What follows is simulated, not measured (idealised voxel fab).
The process module that follows is named voxel wiring stack.
Shown is cross-section cut, with a width of 245 nm and square cells of size 5 nm.
Think of the cross-section as a grid of square cells. We describe it in bands, top to bottom, and each band covers one or more rows of those cells.
Basically the band line says how high the top is and how high the bottom is, in nm, and then what's in it from left to right, every material with its width in nm. Empty space shows up as "blank", and if a single material carries "everywhere" it runs the full band edge to edge.
The level at which height equals 0 is the one under which the wafer, as it arrives, is entirely one material. No lower edge exists for the bottom band, which continues downward and is notated as in "0..down".
A width such as "30..40" changes by the same amount from each row of cells to the next, from the band's top row to its bottom row.
Key: "nothing altered" - step with no changed cell in the cross-section.
"Completely enclosed voids" means: voids of 8 cells or more that are shut off from the top with no open way through. Written width x height at distance, distance from the left edge, in nm.
Past the settings on a step's line: simulator remark, on that step.
Among the settings permitted on a step's line is "overlay nm"; applied to a step with a mask, it specifies the extent to which the mask lay to the right of its planned position, whereas a negative figure signifies a position to the left.
## These are the steps we planned for the process
1 RECEIVE,material Si
2 CONFORMAL_DEP,material SiO2,thk nm 10
3 DIRECTIONAL_DEP,material TiN,thk nm 5
4 DIRECTIONAL_DEP,material Ru,thk nm 15
5 MASKED_ETCH,tone cover,mask id METAL_1,width nm 20,pitch nm 50,etch materials Ru,depth nm 15,overlay nm 0
6 MASKED_ETCH,tone cover,mask id METAL_1,width nm 20,pitch nm 50,etch materials TiN,depth nm 5,overlay nm 0
7 CONFORMAL_DEP,material SiN,thk nm 5
8 FILL_DEP,material SiO2,thk nm 5
9 CMP,height nm 30
10 CONFORMAL_DEP,material SiCN,thk nm 5
11 DIRECTIONAL_DEP,material lowk,thk nm 25
12 DIRECTIONAL_DEP,material aC,thk nm 10
13 PATTERN,tone open,mask id METAL_2_HOLES,material resist,width nm 15,pitch nm 100,thk nm 30,overlay nm 0
14 DIRECTIONAL_ETCH,etch materials aC,depth nm 10
15 STRIP,etch materials resist
16 DIRECTIONAL_ETCH,etch materials lowk,depth nm 25
17 STRIP,etch materials aC
18 PATTERN,tone open,mask id METAL_2,material resist,width nm 20,pitch nm 50,thk nm 15,overlay nm 0
19 DIRECTIONAL_ETCH,etch materials lowk,depth nm 15
20 DIRECTIONAL_ETCH,etch materials SiCN,depth nm 5
21 STRIP,etch materials resist
22 CONFORMAL_DEP,material TiN,thk nm 5
23 FILL_DEP,material Cu,thk nm 10
24 CMP,height nm 60
25 CONFORMAL_DEP,material SiCN,thk nm 5
## The cross-section here shows the wafer as received, i.e. in its state after step 1
  0..down: Si everywhere
  Completely enclosed voids: none
## What the wafer looks like in cross-section after this module, when it starts as shown above and follows the plan above but one mistake is made in running it
  65..60: SiCN everywhere
  60..50: 35 of lowk | 5 of TiN | 5 of Cu | 5 of TiN | 85 of lowk | 5 of TiN | 5 of Cu | 5 of TiN | 95 of lowk
  50..45: 35 of lowk | 15 of TiN | 85 of lowk | 15 of TiN | 95 of lowk
  45..35: lowk everywhere
  35..30: SiCN everywhere
  30..15: 30 of SiO2 | 5 of SiN | 20 of Ru | 5 of SiN | 20 of SiO2 | 5 of SiN | 20 of Ru | 5 of SiN | 20 of SiO2 | 5 of SiN | 20 of Ru | 5 of SiN | 20 of SiO2 | 5 of SiN | 20 of Ru | 5 of SiN | 35 of SiO2
  15..10: 35 of SiN | 20 of TiN | 30 of SiN | 20 of TiN | 30 of SiN | 20 of TiN | 30 of SiN | 20 of TiN | 40 of SiN
  10..0: SiO2 everywhere
  0..down: Si everywhere
  Completely enclosed voids: none
The mistake made against the process plan was this: it should be noted that step 11 of the plan was executed twice
